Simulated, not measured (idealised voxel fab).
A process module follows: voxel air gaps.
Cross-sectional view cut (width: 155 nm; square cell size: 5 nm).
Cross-section = grid of square cells, listed top down in bands; band = one or more rows.
First you get the band's top height and its bottom height, in nm, and then the materials it's made of, left to right, with each width in nm. If you see a single material with "full width", that one covers the band edge to edge. "air" is empty space.
Measure heights from 0. That's the level where, below it, the as-received wafer is all one material. The lowest band is bottomless and extends downward; write it as in "0 -> down".
The width entry "30 to 40" should be interpreted row by row: the top row of cells in the band takes the first number, the bottom row takes the second number, and the change between adjacent rows is uniform throughout.
A step reported as "nothing changed" is a step in which no cell of the cross-section changed.
So "Fully sealed cavities" is basically the list of trapped voids: any empty space of 8 cells or more that can't reach the top through an opening. They're written width x height at distance, the distance being from the left edge, and it's all nm.
The remark found on a step's line after its settings is issued by the simulator itself and pertains to that step.
Steps that use a mask can have "overlay nm" on their line. It says how far the mask sat to the right of where it was meant to be. Negative means to the left.
-- Process steps foreseen in the plan
1 RECEIVE (material Si)
2 CONFORMAL_DEP (material SiO2; thk nm 15)
3 CONFORMAL_DEP (material SiCN; thk nm 5)
4 DIRECTIONAL_DEP (material lowk; thk nm 40)
5 PATTERN (tone open; mask id LINES; material resist; width nm 15; pitch nm 40; thk nm 20; overlay nm 0)
6 DIRECTIONAL_ETCH (etch materials lowk; depth nm 40)
7 STRIP (etch materials resist)
8 CONFORMAL_DEP (material TiN; thk nm 5)
9 FILL_DEP (material W; thk nm 10)
10 CMP (height nm 60)
11 EPI (material Ru; thk nm 10)
12 SELECTIVE_ETCH (etch materials lowk; depth nm 50)
13 CONFORMAL_DEP (material SiCN; thk nm 5)
-- Delivered wafer in cross-section: state after step 1
0 -> down = Si full width
Fully sealed cavities: none
-- The following cross-section depicts the wafer upon conclusion of the module. Processing commenced from the starting condition illustrated above and adhered to the plan illustrated above, save for one mistake in execution
65 -> 55 = SiCN full width
55 -> 15 = lowk full width
15 -> 0 = SiO2 full width
0 -> down = Si full width
Fully sealed cavities: none
Against the plan, the run slipped here: contrary to the plan, steps 3 and 4 were processed in exchanged order
